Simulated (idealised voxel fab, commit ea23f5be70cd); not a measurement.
Title: Process Module voxel wiring stack
Square cell edge 5 nm, section width 300 nm, ID cut.
Each cross-section below is a grid of square cells, stated as bands in top-down order, with one or more rows of cells making up each band.
Band entry format. Leading values: height of top, height of bottom, nm. Remainder: materials in left-to-right order, each with its width in nm. Special words: "throughout" on a single material, which then fills the band edge to edge; "empty", empty space.
Heights are expressed relative to 0, this being the level below which the as-received wafer comprises one material exclusively. The lowest band is unbounded in the downward direction and is denoted as in "z 0 and below".
Per-row width for "30..40": begins at first number (top row of band), ends at second number (bottom row), increment between rows held constant.
"nothing different" for a step: no cell of the cross-section changed in that step.
Entry "Fully sealed voids". Content: empty spaces with no open connection to the top, size 8 cells or greater. Each: width x height at distance. Distance: from left edge. Unit: nm.
On each step's line, the part that comes after the settings is the simulator's own comment on the step.
The optional step-line setting "overlay nm" applies to steps with a mask and quantifies how far to the right of its planned location the mask lay, a negative value indicating leftward placement.

Intended process steps:
1 RECEIVE (material Si)
2 CONFORMAL_DEP (material SiO2; thk nm 10)
3 DIRECTIONAL_DEP (material TiN; thk nm 5)
4 DIRECTIONAL_DEP (material W; thk nm 20)
5 PATTERN (tone cover; mask id METAL_1; material resist; width nm 30; pitch nm 60; thk nm 20; overlay nm 0)
6 DIRECTIONAL_ETCH (etch materials W; depth nm 20)
7 DIRECTIONAL_ETCH (etch materials TiN; depth nm 5)
8 STRIP (etch materials resist)
9 CONFORMAL_DEP (material SiN; thk nm 5)
10 FILL_DEP (material SiO2; thk nm 5)
11 CMP (height nm 35)
12 CONFORMAL_DEP (material SiCN; thk nm 5)
13 DIRECTIONAL_DEP (material SiO2; thk nm 30)
14 MASKED_ETCH (tone open; mask id METAL_2_HOLES; width nm 15; pitch nm 60; etch materials SiO2; depth nm 30; overlay nm 0)
15 PATTERN (tone open; mask id METAL_2; material resist; width nm 30; pitch nm 60; thk nm 15; overlay nm 0)
16 DIRECTIONAL_ETCH (etch materials SiO2; depth nm 15)
17 DIRECTIONAL_ETCH (etch materials SiCN; depth nm 5)
18 STRIP (etch materials resist)
19 CONFORMAL_DEP (material TiN; thk nm 5)
20 FILL_DEP (material Cu; thk nm 10)
21 CMP (height nm 70)
22 CONFORMAL_DEP (material SiCN; thk nm 5)

Cross-section, incoming material, after step 1:
> z 0 and below = Si throughout
> Fully sealed voids: none

The first of the two wafers as seen in cross-section once the module was finished; processing followed the plan:
> z 75 to 70 = SiCN throughout
> z 70 to 60 = 75 SiO2, then 5 TiN, then 20 Cu, then 5 TiN, then 30 SiO2, then 5 TiN, then 20 Cu, then 5 TiN, then 30 SiO2, then 5 TiN, then 20 Cu, then 5 TiN, then 75 SiO2
> z 60 to 55 = 75 SiO2, then 5 TiN, then 5 Cu, then 20 TiN, then 30 SiO2, then 5 TiN, then 5 Cu, then 20 TiN, then 30 SiO2, then 5 TiN, then 5 Cu, then 20 TiN, then 75 SiO2
> z 55 to 40 = 75 SiO2, then 5 TiN, then 5 Cu, then 5 TiN, then 45 SiO2, then 5 TiN, then 5 Cu, then 5 TiN, then 45 SiO2, then 5 TiN, then 5 Cu, then 5 TiN, then 90 SiO2
> z 40 to 35 = 75 SiCN, then 15 TiN, then 45 SiCN, then 15 TiN, then 45 SiCN, then 15 TiN, then 90 SiCN
> z 35 to 15 = 70 SiO2, then 5 SiN, then 30 W, then 5 SiN, then 20 SiO2, then 5 SiN, then 30 W, then 5 SiN, then 20 SiO2, then 5 SiN, then 30 W, then 5 SiN, then 70 SiO2
> z 15 to 10 = 75 SiN, then 30 TiN, then 30 SiN, then 30 TiN, then 30 SiN, then 30 TiN, then 75 SiN
> z 10 to 0 = SiO2 throughout
> z 0 and below = Si throughout
> Fully sealed voids: none

Module end: cross-section of wafer two of two. Same start and process plan as the first wafer. One mistake during execution:
> z 75 to 70 = SiCN throughout
> z 70 to 60 = 75 SiO2, then 5 TiN, then 20 SiO2, then 5 TiN, then 30 SiO2, then 5 TiN, then 20 SiO2, then 5 TiN, then 30 SiO2, then 5 TiN, then 20 SiO2, then 5 TiN, then 75 SiO2
> z 60 to 55 = 75 SiO2, then 5 TiN, then 5 SiO2, then 20 TiN, then 30 SiO2, then 5 TiN, then 5 SiO2, then 20 TiN, then 30 SiO2, then 5 TiN, then 5 SiO2, then 20 TiN, then 75 SiO2
> z 55 to 40 = 75 SiO2, then 5 TiN, then 5 SiO2, then 5 TiN, then 45 SiO2, then 5 TiN, then 5 SiO2, then 5 TiN, then 45 SiO2, then 5 TiN, then 5 SiO2, then 5 TiN, then 90 SiO2
> z 40 to 35 = 75 SiCN, then 15 TiN, then 45 SiCN, then 15 TiN, then 45 SiCN, then 15 TiN, then 90 SiCN
> z 35 to 15 = 70 SiO2, then 5 SiN, then 30 W, then 5 SiN, then 20 SiO2, then 5 SiN, then 30 W, then 5 SiN, then 20 SiO2, then 5 SiN, then 30 W, then 5 SiN, then 70 SiO2
> z 15 to 10 = 75 SiN, then 30 TiN, then 30 SiN, then 30 TiN, then 30 SiN, then 30 TiN, then 75 SiN
> z 10 to 0 = SiO2 throughout
> z 0 and below = Si throughout
> Fully sealed voids: none
What was the processing mistake? not per plan at step 20, really ran FILL_DEP (material SiO2; thk nm 10)
Count the cells at the end and the second wafer has more or fewer of some materials than the first: 36 fewer of Cu; 36 more of SiO2
